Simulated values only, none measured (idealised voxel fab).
Proc. module: voxel fin reveal
It is cross-section cut that appears here, measuring 260 nm in width, its square cells being 5 nm in size.
This document writes a cross-section as a grid whose cells are square, and gives it as bands, listed from the top down; one or more rows of cells form a band.
A band entry consists of two parts. The first gives the height of the band's top and the height of its bottom, in nm. The rest lists the band's materials from left to right, each with its width in nm. A single material labelled with the word "all across" fills the band from edge to edge, and the word "blank" marks empty space.
The level at which height equals 0 is the one under which the wafer, as it arrives, is entirely one material. No lower edge exists for the bottom band, which continues downward and is notated as in "0 nm and below".
Graded width ("30..40"): value in top row of band = first number; value in bottom row = second number; row-to-row change constant.
Where the words "remains unaltered" appear for a step, the cross-section shows no cell changed by that step; every cell remained as before.
"Closed cavity list" lists enclosed empty spaces (at least 8 cells, no open path upward to the top), each as width x height at distance from the left edge, in nm.
It should be noted that, on the line of a given step, the content following the step's settings is a remark produced by the simulator itself with respect to that step.
The line of a step may include "overlay nm". On a step with a mask, this value is how far to the right of its planned place the mask lay. A negative value means the mask lay to the left.

## Listed below are the process steps as planned
- 1: RECEIVE | material Si
- 2: CONFORMAL_DEP | material SiN | thk nm 5
- 3: PATTERN | tone cover | mask id FINS | material resist | width nm 15 | pitch nm 40 | thk nm 20 | overlay nm 0
- 4: DIRECTIONAL_ETCH | etch materials SiN | depth nm 5
- 5: DIRECTIONAL_ETCH | etch materials Si | depth nm 30
- 6: STRIP | etch materials resist
- 7: OXIDIZE | depth nm 5
- 8: FILL_DEP | material SiO2 | thk nm 15
- 9: CMP | height nm 5
- 10: SELECTIVE_ETCH | etch materials SiO2 | depth nm 15
- 11: STRIP | etch materials SiN
- 12: CONFORMAL_DEP | material HfO2 | thk nm 5

## Cross-section, incoming material, after step 1
    0 nm and below = Si all across
    Closed cavity list: none

## The first of the two wafers as seen in cross-section once the module was finished; processing followed the plan
    5 nm to 0 nm = 80 of blank / 15 of HfO2 / 25 of blank / 15 of HfO2 / 25 of blank / 15 of HfO2 / 85 of blank
    0 nm to -5 nm = 80 of blank / 5 of HfO2 / 5 of Si / 5 of HfO2 / 25 of blank / 5 of HfO2 / 5 of Si / 5 of HfO2 / 25 of blank / 5 of HfO2 / 5 of Si / 5 of HfO2 / 85 of blank
    -5 nm to -10 nm = 85 of HfO2 / 5 of Si / 35 of HfO2 / 5 of Si / 35 of HfO2 / 5 of Si / 90 of HfO2
    -10 nm to -35 nm = 85 of SiO2 / 5 of Si / 35 of SiO2 / 5 of Si / 35 of SiO2 / 5 of Si / 90 of SiO2
    -35 nm and below = Si all across
    Closed cavity list: none

## Presented here is a cross-section of the second of the two wafers as it stood at the end of the module. It was started in the same manner and assigned the same plan as the first wafer; however, one mistake was made in its execution
    0 nm to -10 nm = 85 of blank / 5 of Si / 35 of blank / 5 of Si / 35 of blank / 5 of Si / 90 of blank
    -10 nm to -35 nm = 85 of SiO2 / 5 of Si / 35 of SiO2 / 5 of Si / 35 of SiO2 / 5 of Si / 90 of SiO2
    -35 nm and below = Si all across
    Closed cavity list: none
Error vs. plan: step 12 was left out
End check, counted in cells, second wafer has more or fewer of these materials than the first: -64 HfO2
